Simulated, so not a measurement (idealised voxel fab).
This is a process module. Its name is voxel capacitor over wiring.
cross-section cut | 155 nm wide | cells 5 nm
Bands, listed from the top down, are how a cross-section gets written in this document; the cross-section itself is a grid of square cells, and a band is one or more rows of them.
This entry defines a band. It first specifies the height of the band's top and the height of its bottom in nm, and then specifies the band's materials from left to right, stating each material with its width in nm. The word "all across" identifies a single material that fills the band from edge to edge, while the word "air" identifies empty space.
Height datum 0, below which the as-received substrate wafer is one material. Lowest band open at the bottom, running downward: "z 0 and below".
Graded width ("30->40"): value in top row of band = first number; value in bottom row = second number; row-to-row change constant.
Key: "no modification" - step with no changed cell in the cross-section.
"Enclosed internal cavities" - sealed voids, min. 8 cells, no opening to top; format: width x height at distance (distance from left edge; nm throughout).
It should be noted that, on the line of a given step, the content following the step's settings is a remark produced by the simulator itself with respect to that step.
The line of a step may include "overlay nm". On a step with a mask, this value is how far to the right of its planned place the mask lay. A negative value means the mask lay to the left.

**The steps planned for the process are as follows**
1,RECEIVE,material Si
2,CONFORMAL_DEP,material SiO2,thk nm 10
3,CONFORMAL_DEP,material SiCN,thk nm 5
4,DIRECTIONAL_DEP,material SiO2,thk nm 25
5,MASKED_ETCH,tone open,mask id METAL_1,width nm 25,pitch nm 95,etch materials SiO2,depth nm 25,overlay nm 0
6,MASKED_ETCH,tone open,mask id METAL_1,width nm 25,pitch nm 95,etch materials SiCN,depth nm 5,overlay nm 0
7,CONFORMAL_DEP,material TiN,thk nm 5
8,FILL_DEP,material Cu,thk nm 5
9,CMP,height nm 40
10,EPI,material Ru,thk nm 5
11,FILL_DEP,material SiCN,thk nm 5
12,DIRECTIONAL_DEP,material SiO2,thk nm 20
13,MASKED_ETCH,tone open,mask id PLUG_1,width nm 15,etch materials SiO2,depth nm 20,overlay nm 0
14,MASKED_ETCH,tone open,mask id PLUG_1,width nm 15,etch materials SiCN,depth nm 5,overlay nm 0
15,CONFORMAL_DEP,material TiN,thk nm 5
16,FILL_DEP,material Ru,thk nm 10
17,CMP,height nm 70
18,DIRECTIONAL_DEP,material TiN,thk nm 5
19,DIRECTIONAL_DEP,material SiN,thk nm 5
20,DIRECTIONAL_DEP,material TiN,thk nm 5
21,DIRECTIONAL_DEP,material aC,thk nm 15
22,PATTERN,tone cover,mask id UPPER_PLATE,material resist,width nm 75,thk nm 35,overlay nm 0
23,DIRECTIONAL_ETCH,etch materials aC,depth nm 15
24,STRIP,etch materials resist
25,DIRECTIONAL_ETCH,etch materials TiN,depth nm 5
26,DIRECTIONAL_ETCH,etch materials SiN,depth nm 5
27,STRIP,etch materials aC
28,MASKED_ETCH,tone cover,mask id LOWER_PLATE,width nm 85,etch materials TiN,depth nm 5,overlay nm 0
29,FILL_DEP,material SiO2,thk nm 20
30,CMP,height nm 100
31,MASKED_ETCH,tone open,mask id PLUG_2,width nm 15,etch materials SiO2,depth nm 15,overlay nm 0
32,CONFORMAL_DEP,material TiN,thk nm 5
33,FILL_DEP,material Cu,thk nm 5
34,CMP,height nm 100
35,CONFORMAL_DEP,material SiCN,thk nm 5

**First of two wafers, with the run carried out as planned**

**Cross-section of the wafer upon arrival, representing the state reached after step 1**
  z 0 and below | Si all across
  Enclosed internal cavities: none

**Cross-section through the wafer, step 2 finished**
  z 10 to 0 | SiO2 all across
  Below 0 it's all the same as before, nothing changed down there.

**Cross-section through the wafer, step 3 finished**
  z 15 to 10 | SiCN all across
  Below 10 it's all the same as before, nothing changed down there.

**Cross-section through the wafer, step 4 finished**
  z 40 to 15 | SiO2 all across
  Below 15 it's all the same as before, nothing changed down there.

**Cross-section through the wafer, step 5 finished**
  z 40 to 15 | SiO2: 15 | air: 25 | SiO2: 70 | air: 25 | SiO2: 20
  Below 15 it's all the same as before, nothing changed down there.

**Cross-section through the wafer, step 6 finished**
  z 40 to 15 | SiO2: 15 | air: 25 | SiO2: 70 | air: 25 | SiO2: 20
  z 15 to 10 | SiCN: 15 | air: 25 | SiCN: 70 | air: 25 | SiCN: 20
  Below 10 it's all the same as before, nothing changed down there.

**Cross-section through the wafer, step 7 finished**
  z 45 to 40 | TiN: 20 | air: 15 | TiN: 80 | air: 15 | TiN: 25
  z 40 to 15 | SiO2: 15 | TiN: 5 | air: 15 | TiN: 5 | SiO2: 70 | TiN: 5 | air: 15 | TiN: 5 | SiO2: 20
  z 15 to 10 | SiCN: 15 | TiN: 25 | SiCN: 70 | TiN: 25 | SiCN: 20
  Below 10 it's all the same as before, nothing changed down there.

**Cross-section through the wafer, step 8 finished**
  z 50 to 45 | Cu all across
  z 45 to 40 | TiN: 20 | Cu: 15 | TiN: 80 | Cu: 15 | TiN: 25
  z 40 to 15 | SiO2: 15 | TiN: 5 | Cu: 15 | TiN: 5 | SiO2: 70 | TiN: 5 | Cu: 15 | TiN: 5 | SiO2: 20
  Below 15 it's all the same as before, nothing changed down there.

**Cross-section through the wafer, step 9 finished**
  z 40 to 15 | SiO2: 15 | TiN: 5 | Cu: 15 | TiN: 5 | SiO2: 70 | TiN: 5 | Cu: 15 | TiN: 5 | SiO2: 20
  Below 15 it's all the same as before, nothing changed down there.

**Cross-section through the wafer, step 10 finished**
  z 45 to 40 | air: 10 | Ru: 35 | air: 60 | Ru: 35 | air: 15
  Below 40 it's all the same as before, nothing changed down there.

**Cross-section through the wafer, step 11 finished**
  z 50 to 45 | SiCN all across
  z 45 to 40 | SiCN: 10 | Ru: 35 | SiCN: 60 | Ru: 35 | SiCN: 15
  Below 40 it's all the same as before, nothing changed down there.

**Cross-section through the wafer, step 12 finished**
  z 70 to 50 | SiO2 all across
  Below 50 it's all the same as before, nothing changed down there.

**Cross-section through the wafer, step 13 finished**
  z 70 to 50 | SiO2: 25 | air: 15 | SiO2: 115
  Below 50 it's all the same as before, nothing changed down there.

**Cross-section through the wafer, step 14 finished**
  z 70 to 50 | SiO2: 25 | air: 15 | SiO2: 115
  z 50 to 45 | SiCN: 25 | air: 15 | SiCN: 115
  Below 45 it's all the same as before, nothing changed down there.

**Cross-section through the wafer, step 15 finished**
  z 75 to 70 | TiN: 30 | air: 5 | TiN: 120
  z 70 to 50 | SiO2: 25 | TiN: 5 | air: 5 | TiN: 5 | SiO2: 115
  z 50 to 45 | SiCN: 25 | TiN: 15 | SiCN: 115
  Below 45 it's all the same as before, nothing changed down there.

**Cross-section through the wafer, step 16 finished**
  z 85 to 75 | Ru all across
  z 75 to 70 | TiN: 30 | Ru: 5 | TiN: 120
  z 70 to 50 | SiO2: 25 | TiN: 5 | Ru: 5 | TiN: 5 | SiO2: 115
  Below 50 it's all the same as before, nothing changed down there.

**Cross-section through the wafer, step 17 finished**
  z 70 to 50 | SiO2: 25 | TiN: 5 | Ru: 5 | TiN: 5 | SiO2: 115
  Below 50 it's all the same as before, nothing changed down there.

**Cross-section through the wafer, step 18 finished**
  z 75 to 70 | TiN all across
  Below 70 it's all the same as before, nothing changed down there.

**Cross-section through the wafer, step 19 finished**
  z 80 to 75 | SiN all across
  Below 75 it's all the same as before, nothing changed down there.

**Cross-section through the wafer, step 20 finished**
  z 85 to 80 | TiN all across
  Below 80 it's all the same as before, nothing changed down there.

**Cross-section through the wafer, step 21 finished**
  z 100 to 85 | aC all across
  Below 85 it's all the same as before, nothing changed down there.

**Cross-section through the wafer, step 22 finished**
  z 135 to 100 | air: 25 | resist: 75 | air: 55
  Below 100 it's all the same as before, nothing changed down there.

**Cross-section through the wafer, step 23 finished**
  z 120 to 100 | air: 25 | resist: 75 | air: 55
  z 100 to 85 | air: 25 | aC: 75 | air: 55
  Below 85 it's all the same as before, nothing changed down there.

**Cross-section through the wafer, step 24 finished**
  z 100 to 85 | air: 25 | aC: 75 | air: 55
  Below 85 it's all the same as before, nothing changed down there.

**Cross-section through the wafer, step 25 finished**
  z 100 to 85 | air: 25 | aC: 75 | air: 55
  z 85 to 80 | air: 25 | TiN: 75 | air: 55
  Below 80 it's all the same as before, nothing changed down there.

**Cross-section through the wafer, step 26 finished**
  z 100 to 85 | air: 25 | aC: 75 | air: 55
  z 85 to 80 | air: 25 | TiN: 75 | air: 55
  z 80 to 75 | air: 25 | SiN: 75 | air: 55
  Below 75 it's all the same as before, nothing changed down there.

**Cross-section through the wafer, step 27 finished**
  z 85 to 80 | air: 25 | TiN: 75 | air: 55
  Below 80 it's all the same as before, nothing changed down there.

**Cross-section through the wafer, step 28 finished**
  z 85 to 80 | air: 25 | TiN: 75 | air: 55
  z 80 to 75 | air: 25 | SiN: 75 | air: 55
  z 75 to 70 | air: 20 | TiN: 85 | air: 50
  Below 70 it's all the same as before, nothing changed down there.

**Cross-section through the wafer, step 29 finished**
  z 105 to 85 | SiO2 all across
  z 85 to 80 | SiO2: 25 | TiN: 75 | SiO2: 55
  z 80 to 75 | SiO2: 25 | SiN: 75 | SiO2: 55
  z 75 to 70 | SiO2: 20 | TiN: 85 | SiO2: 50
  Below 70 it's all the same as before, nothing changed down there.

**Cross-section through the wafer, step 30 finished**
  z 100 to 85 | SiO2 all across
  Below 85 it's all the same as before, nothing changed down there.

**Cross-section through the wafer, step 31 finished**
  z 100 to 85 | SiO2: 35 | air: 15 | SiO2: 105
  Below 85 it's all the same as before, nothing changed down there.

**Cross-section through the wafer, step 32 finished**
  z 105 to 100 | TiN: 40 | air: 5 | TiN: 110
  z 100 to 90 | SiO2: 35 | TiN: 5 | air: 5 | TiN: 5 | SiO2: 105
  z 90 to 80 | SiO2: 35->25 | TiN: 15->75 | SiO2: 105->55
  Below 80 it's all the same as before, nothing changed down there.

**Cross-section through the wafer, step 33 finished**
  z 110 to 105 | Cu all across
  z 105 to 100 | TiN: 40 | Cu: 5 | TiN: 110
  z 100 to 90 | SiO2: 35 | TiN: 5 | Cu: 5 | TiN: 5 | SiO2: 105
  Below 90 it's all the same as before, nothing changed down there.

**Cross-section through the wafer, step 34 finished**
  z 100 to 90 | SiO2: 35 | TiN: 5 | Cu: 5 | TiN: 5 | SiO2: 105
  Below 90 it's all the same as before, nothing changed down there.

**Cross-section through the wafer, step 35 finished**
  z 105 to 100 | SiCN all across
  Below 100 it's all the same as before, nothing changed down there.

**Second wafer. Start and plan as for the first. One mistake made in running. Agrees with the first up to and including step 13**

**Here is the second wafer in cross-section at the point where step 14 of the plan should have been done**
  z 70 to 50 | SiO2: 25 | air: 15 | SiO2: 115
  z 50 to 45 | SiCN: 25 | air: 15 | SiCN: 115
  Below 45 it's all the same as before, nothing changed down there.

**Here is the second wafer in cross-section at the point where step 15 of the plan should have been done**
  z 75 to 70 | TiN: 30 | air: 5 | TiN: 120
  z 70 to 50 | SiO2: 25 | TiN: 5 | air: 5 | TiN: 5 | SiO2: 115
  z 50 to 45 | SiCN: 25 | TiN: 15 | SiCN: 115
  Below 45 it's all the same as before, nothing changed down there.

**Here is the second wafer in cross-section at the point where step 16 of the plan should have been done**
  z 85 to 75 | Ru all across
  z 75 to 70 | TiN: 30 | Ru: 5 | TiN: 120
  z 70 to 50 | SiO2: 25 | TiN: 5 | Ru: 5 | TiN: 5 | SiO2: 115
  Below 50 it's all the same as before, nothing changed down there.

**Here is the second wafer in cross-section at the point where step 17 of the plan should have been done**
  z 70 to 50 | SiO2: 25 | TiN: 5 | Ru: 5 | TiN: 5 | SiO2: 115
  Below 50 it's all the same as before, nothing changed down there.

**Here is the second wafer in cross-section at the point where step 18 of the plan should have been done**
  z 75 to 70 | TiN all across
  Below 70 it's all the same as before, nothing changed down there.

**Here is the second wafer in cross-section at the point where step 19 of the plan should have been done**
  z 80 to 75 | SiN all across
  Below 75 it's all the same as before, nothing changed down there.

**Here is the second wafer in cross-section at the point where step 20 of the plan should have been done**
  z 85 to 80 | TiN all across
  Below 80 it's all the same as before, nothing changed down there.

**Here is the second wafer in cross-section at the point where step 21 of the plan should have been done**
  z 100 to 85 | aC all across
  Below 85 it's all the same as before, nothing changed down there.

**Here is the second wafer in cross-section at the point where step 22 of the plan should have been done**
  z 135 to 100 | air: 25 | resist: 75 | air: 55
  Below 100 it's all the same as before, nothing changed down there.

**Here is the second wafer in cross-section at the point where step 23 of the plan should have been done**
  z 120 to 100 | air: 25 | resist: 75 | air: 55
  z 100 to 85 | air: 25 | aC: 75 | air: 55
  Below 85 it's all the same as before, nothing changed down there.

**Here is the second wafer in cross-section at the point where step 24 of the plan should have been done**
  z 100 to 85 | air: 25 | aC: 75 | air: 55
  Below 85 it's all the same as before, nothing changed down there.

**Here is the second wafer in cross-section at the point where step 25 of the plan should have been done**
  z 100 to 85 | air: 25 | aC: 75 | air: 55
  z 85 to 80 | air: 25 | TiN: 75 | air: 55
  Below 80 it's all the same as before, nothing changed down there.

**Here is the second wafer in cross-section at the point where step 26 of the plan should have been done**
  z 100 to 85 | air: 25 | aC: 75 | air: 55
  z 85 to 80 | air: 25 | TiN: 75 | air: 55
  z 80 to 75 | air: 25 | SiN: 75 | air: 55
  Below 75 it's all the same as before, nothing changed down there.

**Here is the second wafer in cross-section at the point where step 27 of the plan should have been done**
  z 85 to 80 | air: 25 | TiN: 75 | air: 55
  Below 80 it's all the same as before, nothing changed down there.

**Here is the second wafer in cross-section at the point where step 28 of the plan should have been done**
  z 85 to 80 | air: 25 | TiN: 75 | air: 55
  z 80 to 75 | air: 25 | SiN: 75 | air: 55
  z 75 to 70 | air: 20 | TiN: 85 | air: 50
  Below 70 it's all the same as before, nothing changed down there.

**Here is the second wafer in cross-section at the point where step 29 of the plan should have been done**
  z 105 to 85 | SiO2 all across
  z 85 to 80 | SiO2: 25 | TiN: 75 | SiO2: 55
  z 80 to 75 | SiO2: 25 | SiN: 75 | SiO2: 55
  z 75 to 70 | SiO2: 20 | TiN: 85 | SiO2: 50
  Below 70 it's all the same as before, nothing changed down there.

**Here is the second wafer in cross-section at the point where step 30 of the plan should have been done**
  z 100 to 85 | SiO2 all across
  Below 85 it's all the same as before, nothing changed down there.

**Here is the second wafer in cross-section at the point where step 31 of the plan should have been done**
  z 100 to 85 | SiO2: 35 | air: 15 | SiO2: 105
  Below 85 it's all the same as before, nothing changed down there.

**Here is the second wafer in cross-section at the point where step 32 of the plan should have been done**
  z 105 to 100 | TiN: 40 | air: 5 | TiN: 110
  z 100 to 90 | SiO2: 35 | TiN: 5 | air: 5 | TiN: 5 | SiO2: 105
  z 90 to 80 | SiO2: 35->25 | TiN: 15->75 | SiO2: 105->55
  Below 80 it's all the same as before, nothing changed down there.

**Here is the second wafer in cross-section at the point where step 33 of the plan should have been done**
  z 110 to 105 | Cu all across
  z 105 to 100 | TiN: 40 | Cu: 5 | TiN: 110
  z 100 to 90 | SiO2: 35 | TiN: 5 | Cu: 5 | TiN: 5 | SiO2: 105
  Below 90 it's all the same as before, nothing changed down there.

**Here is the second wafer in cross-section at the point where step 34 of the plan should have been done**
  z 100 to 90 | SiO2: 35 | TiN: 5 | Cu: 5 | TiN: 5 | SiO2: 105
  Below 90 it's all the same as before, nothing changed down there.

**Here is the second wafer in cross-section at the point where step 35 of the plan should have been done**
  z 105 to 100 | SiCN all across
  Below 100 it's all the same as before, nothing changed down there.
Misprocessing identified: step 14 from the plan got run twice
The mistake has no effect on what this model computes, because the two wafers end with the same cross-section.
